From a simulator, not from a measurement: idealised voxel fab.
process module | voxel quadruple lines
cross-section cut | 275 nm wide | cells 5 nm
A cross-section is a grid of square cells, given in bands from the top down. A band is one or more rows of cells.
Each band's line starts with the height of the band's top and of its bottom, in nm. Then come its materials from left to right, each with its width in nm. One material with "throughout" fills the band from edge to edge. "air" is empty space.
Height 0 is the level under which the wafer as received is all one material. The lowest band goes on downwards, as in "0 down".
A width such as "30 to 40" changes by the same amount from each row of cells to the next, from the band's top row to its bottom row.
"no change" after a step means that no cell of the cross-section changed.
closed voids: empty space of 8 cells or more with no open way to the top, each as width x height at its distance from the left edge, in nm
after a step's settings: what the simulator itself notes on the step
overlay nm, on a step with a mask: how far to the right of its planned place the mask lay; to the left if negative
Each pair below shows a cross-section before one step and the cross-section after it, down to the lowest band that changed. The line under each pair gives the step between them, with its settings. The pairs can come from different runs of this module on the same starting wafer, so a pair continues from the pair above only where its "before" says so.
before
  0 down: Si throughout
  closed voids: none
after
  10 to 0: SiO2 throughout
  below 0: unchanged
  closed voids: none
the step between: op CONFORMAL_DEP | material SiO2 | thk nm 10
before: the cross-section after the pair above
after
  20 to 10: W throughout
  below 10: unchanged
  closed voids: none
the step between: op DIRECTIONAL_DEP | material W | thk nm 10
before: the cross-section after the pair above
after
  35 to 20: polySi throughout
  below 20: unchanged
  closed voids: none
the step between: op DIRECTIONAL_DEP | material polySi | thk nm 15
before: the cross-section after the pair above
after
  60 to 35: aC throughout
  below 35: unchanged
  closed voids: none
the step between: op DIRECTIONAL_DEP | material aC | thk nm 25
before: the cross-section after the pair above
after
  95 to 60: air 120 | resist 30 | air 125
  below 60: unchanged
  closed voids: none
the step between: op PATTERN | tone cover | mask id MANDREL | material resist | width nm 30 | thk nm 35 | overlay nm 0
before: the cross-section after the pair above
after
  70 to 60: air 120 | resist 30 | air 125
  60 to 35: air 120 | aC 30 | air 125
  below 35: unchanged
  closed voids: none
the step between: op DIRECTIONAL_ETCH | etch materials aC | depth nm 25
before: the cross-section after the pair above
after
  60 to 35: air 120 | aC 30 | air 125
  below 35: unchanged
  closed voids: none
the step between: op STRIP | etch materials resist
before: the cross-section after the pair above
after
  70 to 60: air 110 | SiO2 50 | air 115
  60 to 45: air 110 | SiO2 10 | aC 30 | SiO2 10 | air 115
  45 to 35: SiO2 120 | aC 30 | SiO2 125
  below 35: unchanged
  closed voids: none
the step between: op CONFORMAL_DEP | material SiO2 | thk nm 10
before: the cross-section after the pair above
after
  60 to 35: air 110 | SiO2 10 | aC 30 | SiO2 10 | air 115
  below 35: unchanged
  closed voids: none
the step between: op DIRECTIONAL_ETCH | etch materials SiO2 | depth nm 10
before: the cross-section after the pair above
after
  60 to 35: air 110 | SiO2 10 | air 30 | SiO2 10 | air 115
  below 35: unchanged
  closed voids: none
the step between: op STRIP | etch materials aC
before: the cross-section after the pair above
after
  60 to 35: air 110 | SiO2 10 | air 30 | SiO2 10 | air 115
  35 to 20: air 110 | polySi 10 | air 30 | polySi 10 | air 115
  below 20: unchanged
  closed voids: none
the step between: op DIRECTIONAL_ETCH | etch materials polySi | depth nm 15
before: the cross-section after the pair above
after
  35 to 20: air 110 | polySi 10 | air 30 | polySi 10 | air 115
  below 20: unchanged
  closed voids: none
the step between: op STRIP | etch materials SiO2
before: the cross-section after the pair above
after
  45 to 35: air 100 | SiCN 30 | air 10 | SiCN 30 | air 105
  35 to 30: air 100 | SiCN 10 | polySi 10 | SiCN 10 | air 10 | SiCN 10 | polySi 10 | SiCN 10 | air 105
  30 to 20: SiCN 110 | polySi 10 | SiCN 30 | polySi 10 | SiCN 115
  below 20: unchanged
  closed voids: none
the step between: op CONFORMAL_DEP | material SiCN | thk nm 10
before: the cross-section after the pair above
after
  35 to 20: air 100 | SiCN 10 | polySi 10 | SiCN 10 | air 10 | SiCN 10 | polySi 10 | SiCN 10 | air 105
  below 20: unchanged
  closed voids: none
the step between: op DIRECTIONAL_ETCH | etch materials SiCN | depth nm 10
before: the cross-section after the pair above
after
  35 to 20: air 100 | SiCN 10 | air 10 | SiCN 10 | air 10 | SiCN 10 | air 10 | SiCN 10 | air 105
  below 20: unchanged
  closed voids: none
the step between: op STRIP | etch materials polySi
before: the cross-section after the pair above
after
  35 to 20: air 100 | SiCN 10 | air 10 | SiCN 10 | air 10 | SiCN 10 | air 10 | SiCN 10 | air 105
  20 to 10: air 100 | W 10 | air 10 | W 10 | air 10 | W 10 | air 10 | W 10 | air 105
  below 10: unchanged
  closed voids: none
the step between: op DIRECTIONAL_ETCH | etch materials W | depth nm 10
before: the cross-section after the pair above
after
  20 to 10: air 100 | W 10 | air 10 | W 10 | air 10 | W 10 | air 10 | W 10 | air 105
  below 10: unchanged
  closed voids: none
the step between: op STRIP | etch materials SiCN
before
  0 down: Si throughout
  closed voids: none
after
  10 to 0: W throughout
  below 0: unchanged
  closed voids: none
the step between: op DIRECTIONAL_DEP | material W | thk nm 10
before: the cross-section after the pair above
after
  25 to 10: polySi throughout
  below 10: unchanged
  closed voids: none
the step between: op DIRECTIONAL_DEP | material polySi | thk nm 15
before: the cross-section after the pair above
after
  50 to 25: aC throughout
  below 25: unchanged
  closed voids: none
the step between: op DIRECTIONAL_DEP | material aC | thk nm 25
before: the cross-section after the pair above
after
  85 to 50: air 120 | resist 30 | air 125
  below 50: unchanged
  closed voids: none
the step between: op PATTERN | tone cover | mask id MANDREL | material resist | width nm 30 | thk nm 35 | overlay nm 0
before: the cross-section after the pair above
after
  60 to 50: air 120 | resist 30 | air 125
  50 to 25: air 120 | aC 30 | air 125
  below 25: unchanged
  closed voids: none
the step between: op DIRECTIONAL_ETCH | etch materials aC | depth nm 25
before: the cross-section after the pair above
after
  50 to 25: air 120 | aC 30 | air 125
  below 25: unchanged
  closed voids: none
the step between: op STRIP | etch materials resist
before: the cross-section after the pair above
after
  60 to 50: air 110 | SiO2 50 | air 115
  50 to 35: air 110 | SiO2 10 | aC 30 | SiO2 10 | air 115
  35 to 25: SiO2 120 | aC 30 | SiO2 125
  below 25: unchanged
  closed voids: none
the step between: op CONFORMAL_DEP | material SiO2 | thk nm 10
before: the cross-section after the pair above
after
  50 to 25: air 110 | SiO2 10 | aC 30 | SiO2 10 | air 115
  below 25: unchanged
  closed voids: none
the step between: op DIRECTIONAL_ETCH | etch materials SiO2 | depth nm 10
before: the cross-section after the pair above
after
  50 to 25: air 110 | SiO2 10 | air 30 | SiO2 10 | air 115
  below 25: unchanged
  closed voids: none
the step between: op STRIP | etch materials aC
before: the cross-section after the pair above
after
  50 to 25: air 110 | SiO2 10 | air 30 | SiO2 10 | air 115
  25 to 10: air 110 | polySi 10 | air 30 | polySi 10 | air 115
  below 10: unchanged
  closed voids: none
the step between: op DIRECTIONAL_ETCH | etch materials polySi | depth nm 15
before: the cross-section after the pair above
after
  25 to 10: air 110 | polySi 10 | air 30 | polySi 10 | air 115
  below 10: unchanged
  closed voids: none
the step between: op STRIP | etch materials SiO2
before: the cross-section after the pair above
after
  35 to 25: air 100 | SiCN 30 | air 10 | SiCN 30 | air 105
  25 to 20: air 100 | SiCN 10 | polySi 10 | SiCN 10 | air 10 | SiCN 10 | polySi 10 | SiCN 10 | air 105
  20 to 10: SiCN 110 | polySi 10 | SiCN 30 | polySi 10 | SiCN 115
  below 10: unchanged
  closed voids: none
the step between: op CONFORMAL_DEP | material SiCN | thk nm 10
before: the cross-section after the pair above
after
  25 to 10: air 100 | SiCN 10 | polySi 10 | SiCN 10 | air 10 | SiCN 10 | polySi 10 | SiCN 10 | air 105
  below 10: unchanged
  closed voids: none
the step between: op DIRECTIONAL_ETCH | etch materials SiCN | depth nm 10
before: the cross-section after the pair above
after
  25 to 10: air 100 | SiCN 10 | air 10 | SiCN 10 | air 10 | SiCN 10 | air 10 | SiCN 10 | air 105
  below 10: unchanged
  closed voids: none
the step between: op STRIP | etch materials polySi
before: the cross-section after the pair above
after
  25 to 10: air 100 | SiCN 10 | air 10 | SiCN 10 | air 10 | SiCN 10 | air 10 | SiCN 10 | air 105
  10 to 0: air 100 | W 10 | air 10 | W 10 | air 10 | W 10 | air 10 | W 10 | air 105
  below 0: unchanged
  closed voids: none
the step between: op DIRECTIONAL_ETCH | etch materials W | depth nm 10
before: the cross-section after the pair above
after
  10 to 0: air 100 | W 10 | air 10 | W 10 | air 10 | W 10 | air 10 | W 10 | air 105
  below 0: unchanged
  closed voids: none
the step between: op STRIP | etch materials SiCN
before
  20 to 10: W throughout
  10 to 0: SiO2 throughout
  0 down: Si throughout
  closed voids: none
after
  45 to 20: aC throughout
  below 20: unchanged
  closed voids: none
the step between: op DIRECTIONAL_DEP | material aC | thk nm 25
before: the cross-section after the pair above
after
  60 to 45: polySi throughout
  below 45: unchanged
  closed voids: none
the step between: op DIRECTIONAL_DEP | material polySi | thk nm 15
before: the cross-section after the pair above
after
  95 to 60: air 120 | resist 30 | air 125
  below 60: unchanged
  closed voids: none
the step between: op PATTERN | tone cover | mask id MANDREL | material resist | width nm 30 | thk nm 35 | overlay nm 0
before: the cross-section after the pair above
after
  70 to 60: air 120 | resist 30 | air 125
  below 60: unchanged
  closed voids: none
the step between: op DIRECTIONAL_ETCH | etch materials aC | depth nm 25
before: the cross-section after the pair above
after
  60 to 45: polySi throughout
  below 45: unchanged
  closed voids: none
the step between: op STRIP | etch materials resist
before: the cross-section after the pair above
after
  70 to 60: SiO2 throughout
  below 60: unchanged
  closed voids: none
the step between: op CONFORMAL_DEP | material SiO2 | thk nm 10
before: the cross-section after the pair above
after
  60 to 45: polySi throughout
  below 45: unchanged
  closed voids: none
the step between: op DIRECTIONAL_ETCH | etch materials SiO2 | depth nm 10
before: the cross-section after the pair above
after
  45 to 20: aC throughout
  below 20: unchanged
  closed voids: none
the step between: op DIRECTIONAL_ETCH | etch materials polySi | depth nm 15
before: the cross-section after the pair above
after
  55 to 45: SiCN throughout
  below 45: unchanged
  closed voids: none
the step between: op CONFORMAL_DEP | material SiCN | thk nm 10
before: the cross-section after the pair above
after
  45 to 20: aC throughout
  below 20: unchanged
  closed voids: none
the step between: op DIRECTIONAL_ETCH | etch materials SiCN | depth nm 10
before
  35 to 20: air 110 | polySi 10 | air 30 | polySi 10 | air 115
  20 to 10: W throughout
  10 to 0: SiO2 throughout
  0 down: Si throughout
  closed voids: none
after
  40 to 35: air 105 | SiCN 20 | air 20 | SiCN 20 | air 110
  35 to 25: air 105 | SiCN 5 | polySi 10 | SiCN 5 | air 20 | SiCN 5 | polySi 10 | SiCN 5 | air 110
  25 to 20: SiCN 110 | polySi 10 | SiCN 30 | polySi 10 | SiCN 115
  below 20: unchanged
  closed voids: none
the step between: op CONFORMAL_DEP | material SiCN | thk nm 5
before: the cross-section after the pair above
after
  35 to 30: air 110 | polySi 10 | air 30 | polySi 10 | air 115
  30 to 20: air 105 | SiCN 5 | polySi 10 | SiCN 5 | air 20 | SiCN 5 | polySi 10 | SiCN 5 | air 110
  below 20: unchanged
  closed voids: none
the step between: op DIRECTIONAL_ETCH | etch materials SiCN | depth nm 10
before: the cross-section after the pair above
after
  30 to 20: air 105 | SiCN 5 | air 10 | SiCN 5 | air 20 | SiCN 5 | air 10 | SiCN 5 | air 110
  below 20: unchanged
  closed voids: none
the step between: op STRIP | etch materials polySi
before: the cross-section after the pair above
after
  30 to 20: air 105 | SiCN 5 | air 10 | SiCN 5 | air 20 | SiCN 5 | air 10 | SiCN 5 | air 110
  20 to 10: air 105 | W 5 | air 10 | W 5 | air 20 | W 5 | air 10 | W 5 | air 110
  below 10: unchanged
  closed voids: none
the step between: op DIRECTIONAL_ETCH | etch materials W | depth nm 10
before: the cross-section after the pair above
after
  20 to 10: air 105 | W 5 | air 10 | W 5 | air 20 | W 5 | air 10 | W 5 | air 110
  below 10: unchanged
  closed voids: none
the step between: op STRIP | etch materials SiCN
before
  60 to 35: aC throughout
  35 to 20: polySi throughout
  20 to 10: W throughout
  10 to 0: SiO2 throughout
  0 down: Si throughout
  closed voids: none
after
  95 to 60: air 120 | resist 35 | air 120
  below 60: unchanged
  closed voids: none
the step between: op PATTERN | tone cover | mask id MANDREL | material resist | width nm 35 | thk nm 35 | overlay nm 0
before: the cross-section after the pair above
after
  70 to 60: air 120 | resist 35 | air 120
  60 to 35: air 120 | aC 35 | air 120
  below 35: unchanged
  closed voids: none
the step between: op DIRECTIONAL_ETCH | etch materials aC | depth nm 25
before: the cross-section after the pair above
after
  60 to 35: air 120 | aC 35 | air 120
  below 35: unchanged
  closed voids: none
the step between: op STRIP | etch materials resist
before: the cross-section after the pair above
after
  70 to 60: air 110 | SiO2 55 | air 110
  60 to 45: air 110 | SiO2 10 | aC 35 | SiO2 10 | air 110
  45 to 35: SiO2 120 | aC 35 | SiO2 120
  below 35: unchanged
  closed voids: none
the step between: op CONFORMAL_DEP | material SiO2 | thk nm 10
before: the cross-section after the pair above
after
  60 to 35: air 110 | SiO2 10 | aC 35 | SiO2 10 | air 110
  below 35: unchanged
  closed voids: none
the step between: op DIRECTIONAL_ETCH | etch materials SiO2 | depth nm 10
before: the cross-section after the pair above
after
  60 to 35: air 110 | SiO2 10 | air 35 | SiO2 10 | air 110
  below 35: unchanged
  closed voids: none
the step between: op STRIP | etch materials aC
before: the cross-section after the pair above
after
  60 to 35: air 110 | SiO2 10 | air 35 | SiO2 10 | air 110
  35 to 20: air 110 | polySi 10 | air 35 | polySi 10 | air 110
  below 20: unchanged
  closed voids: none
the step between: op DIRECTIONAL_ETCH | etch materials polySi | depth nm 15
before: the cross-section after the pair above
after
  35 to 20: air 110 | polySi 10 | air 35 | polySi 10 | air 110
  below 20: unchanged
  closed voids: none
the step between: op STRIP | etch materials SiO2
before: the cross-section after the pair above
after
  45 to 35: air 100 | SiCN 30 | air 15 | SiCN 30 | air 100
  35 to 30: air 100 | SiCN 10 | polySi 10 | SiCN 10 | air 15 | SiCN 10 | polySi 10 | SiCN 10 | air 100
  30 to 20: SiCN 110 | polySi 10 | SiCN 35 | polySi 10 | SiCN 110
  below 20: unchanged
  closed voids: none
the step between: op CONFORMAL_DEP | material SiCN | thk nm 10
before: the cross-section after the pair above
after
  35 to 20: air 100 | SiCN 10 | polySi 10 | SiCN 10 | air 15 | SiCN 10 | polySi 10 | SiCN 10 | air 100
  below 20: unchanged
  closed voids: none
the step between: op DIRECTIONAL_ETCH | etch materials SiCN | depth nm 10
before: the cross-section after the pair above
after
  35 to 20: air 100 | SiCN 10 | air 10 | SiCN 10 | air 15 | SiCN 10 | air 10 | SiCN 10 | air 100
  below 20: unchanged
  closed voids: none
the step between: op STRIP | etch materials polySi
before: the cross-section after the pair above
after
  35 to 20: air 100 | SiCN 10 | air 10 | SiCN 10 | air 15 | SiCN 10 | air 10 | SiCN 10 | air 100
  20 to 10: air 100 | W 10 | air 10 | W 10 | air 15 | W 10 | air 10 | W 10 | air 100
  below 10: unchanged
  closed voids: none
the step between: op DIRECTIONAL_ETCH | etch materials W | depth nm 10
before: the cross-section after the pair above
after
  20 to 10: air 100 | W 10 | air 10 | W 10 | air 15 | W 10 | air 10 | W 10 | air 100
  below 10: unchanged
  closed voids: none
the step between: op STRIP | etch materials SiCN
before
  60 to 35: aC throughout
  35 to 20: polySi throughout
  20 to 10: W throughout
  10 to 0: SiO2 throughout
  0 down: Si throughout
  closed voids: none
after
  95 to 60: air 115 | resist 30 | air 130
  below 60: unchanged
  closed voids: none
the step between: op PATTERN | tone cover | mask id MANDREL | material resist | width nm 30 | thk nm 35 | overlay nm -5
before: the cross-section after the pair above
after
  70 to 60: air 115 | resist 30 | air 130
  60 to 35: air 115 | aC 30 | air 130
  below 35: unchanged
  closed voids: none
the step between: op DIRECTIONAL_ETCH | etch materials aC | depth nm 25
before: the cross-section after the pair above
after
  60 to 35: air 115 | aC 30 | air 130
  below 35: unchanged
  closed voids: none
the step between: op STRIP | etch materials resist
before: the cross-section after the pair above
after
  70 to 60: air 105 | SiO2 50 | air 120
  60 to 45: air 105 | SiO2 10 | aC 30 | SiO2 10 | air 120
  45 to 35: SiO2 115 | aC 30 | SiO2 130
  below 35: unchanged
  closed voids: none
the step between: op CONFORMAL_DEP | material SiO2 | thk nm 10
before: the cross-section after the pair above
after
  60 to 35: air 105 | SiO2 10 | aC 30 | SiO2 10 | air 120
  below 35: unchanged
  closed voids: none
the step between: op DIRECTIONAL_ETCH | etch materials SiO2 | depth nm 10
before: the cross-section after the pair above
after
  60 to 35: air 105 | SiO2 10 | air 30 | SiO2 10 | air 120
  below 35: unchanged
  closed voids: none
the step between: op STRIP | etch materials aC
before: the cross-section after the pair above
after
  60 to 35: air 105 | SiO2 10 | air 30 | SiO2 10 | air 120
  35 to 20: air 105 | polySi 10 | air 30 | polySi 10 | air 120
  below 20: unchanged
  closed voids: none
the step between: op DIRECTIONAL_ETCH | etch materials polySi | depth nm 15
before: the cross-section after the pair above
after
  35 to 20: air 105 | polySi 10 | air 30 | polySi 10 | air 120
  below 20: unchanged
  closed voids: none
the step between: op STRIP | etch materials SiO2
before: the cross-section after the pair above
after
  45 to 35: air 95 | SiCN 30 | air 10 | SiCN 30 | air 110
  35 to 30: air 95 | SiCN 10 | polySi 10 | SiCN 10 | air 10 | SiCN 10 | polySi 10 | SiCN 10 | air 110
  30 to 20: SiCN 105 | polySi 10 | SiCN 30 | polySi 10 | SiCN 120
  below 20: unchanged
  closed voids: none
the step between: op CONFORMAL_DEP | material SiCN | thk nm 10
before: the cross-section after the pair above
after
  35 to 20: air 95 | SiCN 10 | polySi 10 | SiCN 10 | air 10 | SiCN 10 | polySi 10 | SiCN 10 | air 110
  below 20: unchanged
  closed voids: none
the step between: op DIRECTIONAL_ETCH | etch materials SiCN | depth nm 10
before: the cross-section after the pair above
after
  35 to 20: air 95 | SiCN 10 | air 10 | SiCN 10 | air 10 | SiCN 10 | air 10 | SiCN 10 | air 110
  below 20: unchanged
  closed voids: none
the step between: op STRIP | etch materials polySi
before: the cross-section after the pair above
after
  35 to 20: air 95 | SiCN 10 | air 10 | SiCN 10 | air 10 | SiCN 10 | air 10 | SiCN 10 | air 110
  20 to 10: air 95 | W 10 | air 10 | W 10 | air 10 | W 10 | air 10 | W 10 | air 110
  below 10: unchanged
  closed voids: none
the step between: op DIRECTIONAL_ETCH | etch materials W | depth nm 10
before: the cross-section after the pair above
after
  20 to 10: air 95 | W 10 | air 10 | W 10 | air 10 | W 10 | air 10 | W 10 | air 110
  below 10: unchanged
  closed voids: none
the step between: op STRIP | etch materials SiCN
before
  60 to 35: air 120 | aC 30 | air 125
  35 to 20: polySi throughout
  20 to 10: W throughout
  10 to 0: SiO2 throughout
  0 down: Si throughout
  closed voids: none
after
  70 to 60: air 110 | W 50 | air 115
  60 to 45: air 110 | W 10 | aC 30 | W 10 | air 115
  45 to 35: W 120 | aC 30 | W 125
  below 35: unchanged
  closed voids: none
the step between: op CONFORMAL_DEP | material W | thk nm 10
before: the cross-section after the pair above
after
  80 to 70: air 100 | SiCN 70 | air 105
  70 to 60: air 100 | SiCN 10 | W 50 | SiCN 10 | air 105
  60 to 55: air 100 | SiCN 10 | W 10 | aC 30 | W 10 | SiCN 10 | air 105
  55 to 45: SiCN 110 | W 10 | aC 30 | W 10 | SiCN 115
  below 45: unchanged
  closed voids: none
the step between: op CONFORMAL_DEP | material SiCN | thk nm 10
before: the cross-section after the pair above
after
  70 to 60: air 100 | SiCN 10 | W 50 | SiCN 10 | air 105
  60 to 45: air 100 | SiCN 10 | W 10 | aC 30 | W 10 | SiCN 10 | air 105
  below 45: unchanged
  closed voids: none
the step between: op DIRECTIONAL_ETCH | etch materials SiCN | depth nm 10
before: the cross-section after the pair above
after
  70 to 60: air 100 | SiCN 10 | air 50 | SiCN 10 | air 105
  60 to 45: air 100 | SiCN 10 | W 10 | aC 30 | W 10 | SiCN 10 | air 105
  45 to 35: air 100 | W 20 | aC 30 | W 20 | air 105
  below 35: unchanged
  closed voids: none
the step between: op DIRECTIONAL_ETCH | etch materials W | depth nm 10
before: the cross-section after the pair above
after
  60 to 45: air 110 | W 10 | aC 30 | W 10 | air 115
  below 45: unchanged
  closed voids: none
the step between: op STRIP | etch materials SiCN
before
  60 to 35: aC throughout
  35 to 20: polySi throughout
  20 to 10: W throughout
  10 to 0: SiO2 throughout
  0 down: Si throughout
  closed voids: none
after
  95 to 60: resist 120 | air 30 | resist 125
  below 60: unchanged
  closed voids: none
the step between: op PATTERN | tone open | mask id MANDREL | material resist | width nm 30 | thk nm 35 | overlay nm 0
before: the cross-section after the pair above
after
  70 to 60: resist 120 | air 30 | resist 125
  60 to 35: aC 120 | air 30 | aC 125
  below 35: unchanged
  closed voids: none
the step between: op DIRECTIONAL_ETCH | etch materials aC | depth nm 25
before: the cross-section after the pair above
after
  60 to 35: aC 120 | air 30 | aC 125
  below 35: unchanged
  closed voids: none
the step between: op STRIP | etch materials resist
before: the cross-section after the pair above
after
  70 to 60: SiO2 130 | air 10 | SiO2 135
  60 to 45: aC 120 | SiO2 10 | air 10 | SiO2 10 | aC 125
  45 to 35: aC 120 | SiO2 30 | aC 125
  below 35: unchanged
  closed voids: none
the step between: op CONFORMAL_DEP | material SiO2 | thk nm 10
before: the cross-section after the pair above
after
  60 to 35: aC 120 | SiO2 10 | air 10 | SiO2 10 | aC 125
  below 35: unchanged
  closed voids: none
the step between: op DIRECTIONAL_ETCH | etch materials SiO2 | depth nm 10
before: the cross-section after the pair above
after
  60 to 35: air 120 | SiO2 10 | air 10 | SiO2 10 | air 125
  below 35: unchanged
  closed voids: none
the step between: op STRIP | etch materials aC
before: the cross-section after the pair above
after
  60 to 35: air 120 | SiO2 10 | air 10 | SiO2 10 | air 125
  35 to 20: air 120 | polySi 10 | air 10 | polySi 10 | air 125
  below 20: unchanged
  closed voids: none
the step between: op DIRECTIONAL_ETCH | etch materials polySi | depth nm 15
before: the cross-section after the pair above
after
  35 to 20: air 120 | polySi 10 | air 10 | polySi 10 | air 125
  below 20: unchanged
  closed voids: none
the step between: op STRIP | etch materials SiO2
before: the cross-section after the pair above
after
  45 to 35: air 110 | SiCN 50 | air 115
  35 to 30: air 110 | SiCN 10 | polySi 10 | SiCN 10 | polySi 10 | SiCN 10 | air 115
  30 to 20: SiCN 120 | polySi 10 | SiCN 10 | polySi 10 | SiCN 125
  below 20: unchanged
  closed voids: none
the step between: op CONFORMAL_DEP | material SiCN | thk nm 10
before: the cross-section after the pair above
after
  35 to 20: air 110 | SiCN 10 | polySi 10 | SiCN 10 | polySi 10 | SiCN 10 | air 115
  below 20: unchanged
  closed voids: none
the step between: op DIRECTIONAL_ETCH | etch materials SiCN | depth nm 10
before: the cross-section after the pair above
after
  35 to 20: air 110 | SiCN 10 | air 10 | SiCN 10 | air 10 | SiCN 10 | air 115
  below 20: unchanged
  closed voids: none
the step between: op STRIP | etch materials polySi
before: the cross-section after the pair above
after
  35 to 20: air 110 | SiCN 10 | air 10 | SiCN 10 | air 10 | SiCN 10 | air 115
  20 to 10: air 110 | W 10 | air 10 | W 10 | air 10 | W 10 | air 115
  below 10: unchanged
  closed voids: none
the step between: op DIRECTIONAL_ETCH | etch materials W | depth nm 10
before: the cross-section after the pair above
after
  20 to 10: air 110 | W 10 | air 10 | W 10 | air 10 | W 10 | air 115
  below 10: unchanged
  closed voids: none
the step between: op STRIP | etch materials SiCN
